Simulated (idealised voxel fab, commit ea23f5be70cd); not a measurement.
process module | voxel wiring stack
cross-section cut | 245 nm wide | cells 5 nm
A cross-section is a grid of square cells, given in bands from the top down. A band is one or more rows of cells.
Each band's line starts with the height of the band's top and of its bottom, in nm. Then come its materials from left to right, each with its width in nm. One material with "throughout" fills the band from edge to edge. "air" is empty space.
Height 0 is the level under which the wafer as received is all one material. The lowest band goes on downwards, as in "0 down".
A width such as "30 to 40" changes by the same amount from each row of cells to the next, from the band's top row to its bottom row.
"no change" after a step means that no cell of the cross-section changed.
closed voids: empty space of 8 cells or more with no open way to the top, each as width x height at its distance from the left edge, in nm
after a step's settings: what the simulator itself notes on the step
overlay nm, on a step with a mask: how far to the right of its planned place the mask lay; to the left if negative
plan
1 op RECEIVE | material Si
2 op CONFORMAL_DEP | material SiO2 | thk nm 15
3 op CONFORMAL_DEP | material SiN | thk nm 5
4 op DIRECTIONAL_DEP | material SiO2 | thk nm 20
5 op PATTERN | tone open | mask id METAL_1 | material resist | width nm 30 | pitch nm 50 | thk nm 15 | overlay nm 0
6 op DIRECTIONAL_ETCH | etch materials SiO2 | depth nm 20
7 op DIRECTIONAL_ETCH | etch materials SiN | depth nm 5
8 op STRIP | etch materials resist
9 op CONFORMAL_DEP | material TiN | thk nm 5
10 op FILL_DEP | material W | thk nm 10
11 op CMP | height nm 40
12 op CONFORMAL_DEP | material SiCN | thk nm 5
13 op DIRECTIONAL_DEP | material SiO2 | thk nm 20
14 op DIRECTIONAL_DEP | material aC | thk nm 15
15 op PATTERN | tone open | mask id PLUG_1 | material resist | width nm 15 | pitch nm 50 | thk nm 30 | overlay nm 0
16 op DIRECTIONAL_ETCH | etch materials aC | depth nm 15
17 op STRIP | etch materials resist
18 op DIRECTIONAL_ETCH | etch materials SiO2 | depth nm 20
19 op DIRECTIONAL_ETCH | etch materials SiCN | depth nm 5
20 op STRIP | etch materials aC
21 op CONFORMAL_DEP | material TiN | thk nm 5
22 op FILL_DEP | material Cu | thk nm 5
23 op CMP | height nm 65
24 op DIRECTIONAL_DEP | material TiN | thk nm 5
25 op DIRECTIONAL_DEP | material Ru | thk nm 15
26 op MASKED_ETCH | tone cover | mask id METAL_2 | width nm 20 | pitch nm 50 | etch materials Ru | depth nm 15 | overlay nm 0
27 op MASKED_ETCH | tone cover | mask id METAL_2 | width nm 30 | pitch nm 50 | etch materials TiN | depth nm 5 | overlay nm 0
28 op FILL_DEP | material SiO2 | thk nm 10
29 op CMP | height nm 85
30 op CONFORMAL_DEP | material SiCN | thk nm 5
31 op DIRECTIONAL_DEP | material lowk | thk nm 10
32 op MASKED_ETCH | tone open | mask id PLUG_2 | width nm 15 | pitch nm 50 | etch materials lowk | depth nm 10 | overlay nm 0
33 op MASKED_ETCH | tone open | mask id PLUG_2 | width nm 15 | pitch nm 50 | etch materials SiCN | depth nm 5 | overlay nm 0
34 op EPI | material Ru | thk nm 10
35 op EPI | material Ru | thk nm 5
36 op DIRECTIONAL_DEP | material TiN | thk nm 5
37 op DIRECTIONAL_DEP | material W | thk nm 20
38 op PATTERN | tone cover | mask id METAL_3 | material resist | width nm 30 | pitch nm 50 | thk nm 15 | overlay nm 0
39 op DIRECTIONAL_ETCH | etch materials W | depth nm 20
40 op DIRECTIONAL_ETCH | etch materials TiN | depth nm 5
41 op STRIP | etch materials resist
42 op CONFORMAL_DEP | material SiCN | thk nm 5
43 op FILL_DEP | material SiO2 | thk nm 5
44 op CMP | height nm 125
45 op CONFORMAL_DEP | material SiN | thk nm 5
varied across the wafers: width nm of step 26. The plan shows the first wafer's value. All wafers start alike
first wafer as received, after step 1
  0 down: Si throughout
  closed voids: none
each wafer at the end: cells of each material gained (+) or lost (-) since it was received, then its closed voids
width nm 20 | +12 Cu | +63 Ru | +135 SiCN | +80 SiN | +673 SiO2 | +111 TiN | +120 W | +80 lowk | closed voids: none
width nm 25 | +12 Cu | +72 Ru | +135 SiCN | +80 SiN | +664 SiO2 | +111 TiN | +120 W | +80 lowk | closed voids: none
width nm 30 | +12 Cu | +81 Ru | +135 SiCN | +80 SiN | +655 SiO2 | +111 TiN | +120 W | +80 lowk | closed voids: none
width nm 35 | +12 Cu | +90 Ru | +135 SiCN | +80 SiN | +643 SiO2 | +114 TiN | +120 W | +80 lowk | closed voids: none
